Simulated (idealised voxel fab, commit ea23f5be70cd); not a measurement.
The following process module bears the name voxel wiring stack.
For reference, the cross-section in this document is cut, with width 235 nm and square cells of 5 nm.
Each cross-section below is a grid of square cells, stated as bands in top-down order, with one or more rows of cells making up each band.
Band: top and bottom heights (nm) first, top before bottom; then materials from left to right, widths in nm. "all across" marks a sole material filling the band edge to edge. "blank" denotes empty space.
The level at which height equals 0 is the one under which the wafer, as it arrives, is entirely one material. No lower edge exists for the bottom band, which continues downward and is notated as in "top 0, no bottom".
Width "30 to 40": first value at the band's top row of cells, second value at its bottom row, equal change from row to row.
For the purposes of this document, the phrase "no modifications" attached to a step denotes that no cell within the cross-section was modified by that step.
Closed-off voids of 8+ cells (no open route to the top) go in "Entrapped voids", written width x height at distance from the left edge, in nm.
Note: text after step settings on the step line = simulator remark on that step.
Each step line may optionally specify "overlay nm", which for a step with a mask gives the rightward distance between the mask's planned place and where it lay, a negative value indicating the leftward direction.
## The following list gives the planned process steps
1: op RECEIVE | material Si
2: op CONFORMAL_DEP | material SiO2 | thk nm 10
3: op CONFORMAL_DEP | material SiN | thk nm 5
4: op DIRECTIONAL_DEP | material lowk | thk nm 20
5: op DIRECTIONAL_DEP | material aC | thk nm 10
6: op PATTERN | tone open | mask id METAL_1 | material resist | width nm 20 | pitch nm 45 | thk nm 30 | overlay nm 0
7: op DIRECTIONAL_ETCH | etch materials aC | depth nm 10
8: op STRIP | etch materials resist
9: op DIRECTIONAL_ETCH | etch materials lowk | depth nm 20
10: op DIRECTIONAL_ETCH | etch materials SiN | depth nm 5
11: op STRIP | etch materials aC
12: op CONFORMAL_DEP | material TiN | thk nm 5
13: op FILL_DEP | material Ru | thk nm 5
14: op CMP | height nm 35
15: op CONFORMAL_DEP | material SiCN | thk nm 5
16: op DIRECTIONAL_DEP | material lowk | thk nm 35
17: op MASKED_ETCH | tone open | mask id METAL_2_HOLES | width nm 15 | pitch nm 45 | etch materials lowk | depth nm 35 | overlay nm 0
18: op DIRECTIONAL_DEP | material aC | thk nm 10
19: op PATTERN | tone open | mask id METAL_2 | material resist | width nm 20 | pitch nm 45 | thk nm 25 | overlay nm 0
20: op DIRECTIONAL_ETCH | etch materials aC | depth nm 10
21: op STRIP | etch materials resist
22: op DIRECTIONAL_ETCH | etch materials lowk | depth nm 20
23: op DIRECTIONAL_ETCH | etch materials SiCN | depth nm 5
24: op STRIP | etch materials aC
25: op CONFORMAL_DEP | material TiN | thk nm 5
26: op FILL_DEP | material Ru | thk nm 5
27: op CMP | height nm 75
28: op CONFORMAL_DEP | material SiCN | thk nm 5
## Step 1 complete: cross-section of the wafer as received
  top 0, no bottom = Si all across
  Entrapped voids: none
## Wafer cross-section at module end: first of two, run to plan
  top 80, bottom 75 = SiCN all across
  top 75, bottom 60 = lowk=85 / TiN=5 / Ru=10 / TiN=5 / lowk=25 / TiN=5 / Ru=10 / TiN=5 / lowk=85
  top 60, bottom 55 = lowk=85 / TiN=5 / Ru=5 / TiN=10 / lowk=25 / TiN=5 / Ru=5 / TiN=10 / lowk=85
  top 55, bottom 40 = lowk=85 / TiN=5 / Ru=5 / TiN=5 / lowk=30 / TiN=5 / Ru=5 / TiN=5 / lowk=90
  top 40, bottom 35 = SiCN=85 / TiN=15 / SiCN=30 / TiN=15 / SiCN=90
  top 35, bottom 15 = lowk=85 / TiN=5 / Ru=10 / TiN=5 / lowk=25 / TiN=5 / Ru=10 / TiN=5 / lowk=85
  top 15, bottom 10 = SiN=85 / TiN=20 / SiN=25 / TiN=20 / SiN=85
  top 10, bottom 0 = SiO2 all across
  top 0, no bottom = Si all across
  Entrapped voids: none
## Cross-section, second wafer: same start as the first, same plan as the first, one mistake in running it; taken at the end of the module
  top 80, bottom 75 = SiCN all across
  top 75, bottom 60 = lowk=85 / TiN=5 / Ru=10 / TiN=5 / lowk=25 / TiN=5 / Ru=10 / TiN=5 / lowk=85
  top 60, bottom 55 = lowk=85 / TiN=5 / Ru=5 / TiN=10 / lowk=25 / TiN=5 / Ru=5 / TiN=10 / lowk=85
  top 55, bottom 40 = lowk=85 / TiN=5 / Ru=5 / TiN=5 / lowk=30 / TiN=5 / Ru=5 / TiN=5 / lowk=90
  top 40, bottom 35 = SiCN=85 / TiN=15 / SiCN=30 / TiN=15 / SiCN=90
  top 35, bottom 30 = TiN=90 / Ru=10 / TiN=35 / Ru=10 / TiN=90
  top 30, bottom 15 = lowk=85 / TiN=5 / Ru=10 / TiN=5 / lowk=25 / TiN=5 / Ru=10 / TiN=5 / lowk=85
  top 15, bottom 10 = lowk=85 / TiN=20 / lowk=25 / TiN=20 / lowk=85
  top 10, bottom 0 = SiO2 all across
  top 0, no bottom = Si all across
  Entrapped voids: none
The plan and the run diverged here: heads up, step 3 of the plan was skipped and never actually ran
At the finish, the second wafer shows more or fewer cells for some materials than the first does: 39 fewer of SiN, 39 more of TiN
